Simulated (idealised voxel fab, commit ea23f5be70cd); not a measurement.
process module | voxel released beams
cross-section cut | 235 nm wide | cells 5 nm
A cross-section is a grid of square cells, given in bands from the top down. A band is one or more rows of cells.
Each band's line starts with the height of the band's top and of its bottom, in nm. Then come its materials from left to right, each with its width in nm. One material with "throughout" fills the band from edge to edge. "air" is empty space.
Height 0 is the level under which the wafer as received is all one material. The lowest band goes on downwards, as in "0 down".
A width such as "30 to 40" changes by the same amount from each row of cells to the next, from the band's top row to its bottom row.
"no change" after a step means that no cell of the cross-section changed.
closed voids: empty space of 8 cells or more with no open way to the top, each as width x height at its distance from the left edge, in nm
after a step's settings: what the simulator itself notes on the step
overlay nm, on a step with a mask: how far to the right of its planned place the mask lay; to the left if negative
plan
1 op RECEIVE | material Si
2 op CONFORMAL_DEP | material Al2O3 | thk nm 5
3 op DIRECTIONAL_DEP | material SiO2 | thk nm 20
4 op MASKED_ETCH | tone open | mask id ANCHOR | width nm 25 | etch materials SiO2 | depth nm 20 | overlay nm 0
5 op CONFORMAL_DEP | material W | thk nm 10
6 op DIRECTIONAL_DEP | material aC | thk nm 10
7 op PATTERN | tone cover | mask id BEAM | material resist | width nm 80 | thk nm 25 | overlay nm 0
8 op DIRECTIONAL_ETCH | etch materials aC | depth nm 10
9 op STRIP | etch materials resist
10 op DIRECTIONAL_ETCH | etch materials W | depth nm 10
11 op STRIP | etch materials aC
12 op STRIP | etch materials SiO2
first wafer, as planned
as received, after step 1
  0 down: Si throughout
  closed voids: none
after step 2
  5 to 0: Al2O3 throughout
  below 0: unchanged
after step 3
  25 to 5: SiO2 throughout
  below 5: unchanged
after step 4
  25 to 5: SiO2 80 | air 25 | SiO2 130
  below 5: unchanged
after step 5
  35 to 25: W 90 | air 5 | W 140
  25 to 15: SiO2 80 | W 10 | air 5 | W 10 | SiO2 130
  15 to 5: SiO2 80 | W 25 | SiO2 130
  below 5: unchanged
after step 6
  45 to 35: aC 90 | air 5 | aC 140
  35 to 25: W 90 | air 5 | W 140
  25 to 15: SiO2 80 | W 10 | aC 5 | W 10 | SiO2 130
  below 15: unchanged
after step 7
  70 to 45: air 75 | resist 80 | air 80
  45 to 35: aC 90 | resist 5 | aC 140
  35 to 25: W 90 | resist 5 | W 140
  below 25: unchanged
after step 8
  60 to 45: air 75 | resist 80 | air 80
  45 to 35: air 75 | aC 15 | resist 5 | aC 60 | air 80
  below 35: unchanged
after step 9
  45 to 35: air 75 | aC 15 | air 5 | aC 60 | air 80
  35 to 25: W 90 | air 5 | W 140
  below 25: unchanged
after step 10
  45 to 35: air 75 | aC 15 | air 5 | aC 60 | air 80
  35 to 25: air 75 | W 15 | air 5 | W 60 | air 80
  below 25: unchanged
after step 11
  35 to 25: air 75 | W 15 | air 5 | W 60 | air 80
  25 to 15: SiO2 80 | W 10 | air 5 | W 10 | SiO2 130
  below 15: unchanged
after step 12
  35 to 25: air 75 | W 15 | air 5 | W 60 | air 80
  25 to 15: air 80 | W 10 | air 5 | W 10 | air 130
  15 to 5: air 80 | W 25 | air 130
  below 5: unchanged
second wafer: like start, like plan, one mistake. Through step 11 it matches the first wafer
when step 12 should have ended
  35 to 25: air 75 | W 15 | air 5 | W 60 | air 80
  25 to 15: air 80 | W 10 | air 5 | W 10 | air 130
  15 to 5: air 80 | W 25 | air 130
  below 5: unchanged
what went wrong: step 12 was run twice
at the end the two cross-sections are the same: no effect in what this model computes
